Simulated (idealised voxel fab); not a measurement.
process module | voxel ribs on slabs
cross-section cut | 290 nm wide | cells 5 nm
A cross-section is a grid of square cells, given in bands from the top down. A band is one or more rows of cells.
Each band's line starts with the height of the band's top and of its bottom, in nm. Then come its materials from left to right, each with its width in nm. One material with "throughout" fills the band from edge to edge. "air" is empty space.
Height 0 is the level under which the wafer as received is all one material. The lowest band goes on downwards, as in "0 down".
A width such as "30 to 40" changes by the same amount from each row of cells to the next, from the band's top row to its bottom row.
"no change" after a step means that no cell of the cross-section changed.
closed voids: empty space of 8 cells or more with no open way to the top, each as width x height at its distance from the left edge, in nm
after a step's settings: what the simulator itself notes on the step
overlay nm, on a step with a mask: how far to the right of its planned place the mask lay; to the left if negative
plan
1 op RECEIVE | material Si
2 op DIRECTIONAL_DEP | material SiO2 | thk nm 25
3 op DIRECTIONAL_DEP | material polySi | thk nm 25
4 op PATTERN | tone cover | mask id RIB | material resist | width nm 30 | thk nm 20 | overlay nm 0
5 op DIRECTIONAL_ETCH | etch materials polySi | depth nm 10
6 op STRIP | etch materials resist
7 op MASKED_ETCH | tone cover | mask id SLAB | width nm 90 | etch materials polySi | depth nm 15 | overlay nm 0
8 op FILL_DEP | material SiO2 | thk nm 25
9 op CMP | height nm 70
10 op DIRECTIONAL_DEP | material TiN | thk nm 5
11 op MASKED_ETCH | tone cover | mask id HEATER | width nm 30 | etch materials TiN | depth nm 5 | overlay nm 0
12 op CONFORMAL_DEP | material SiO2 | thk nm 5
varied across the wafers: width nm of step 11. The plan shows the first wafer's value. All wafers start alike
first wafer as received, after step 1
  0 down: Si throughout
  closed voids: none
each wafer at the end: cells of each material gained (+) or lost (-) since it was received, then its closed voids
width nm 30 | +806 SiO2 | +6 TiN | +66 polySi | closed voids: none
width nm 35 | +806 SiO2 | +7 TiN | +66 polySi | closed voids: none
width nm 40 | +806 SiO2 | +8 TiN | +66 polySi | closed voids: none
width nm 45 | +806 SiO2 | +9 TiN | +66 polySi | closed voids: none
width nm 50 | +806 SiO2 | +10 TiN | +66 polySi | closed voids: none
width nm 55 | +806 SiO2 | +11 TiN | +66 polySi | closed voids: none
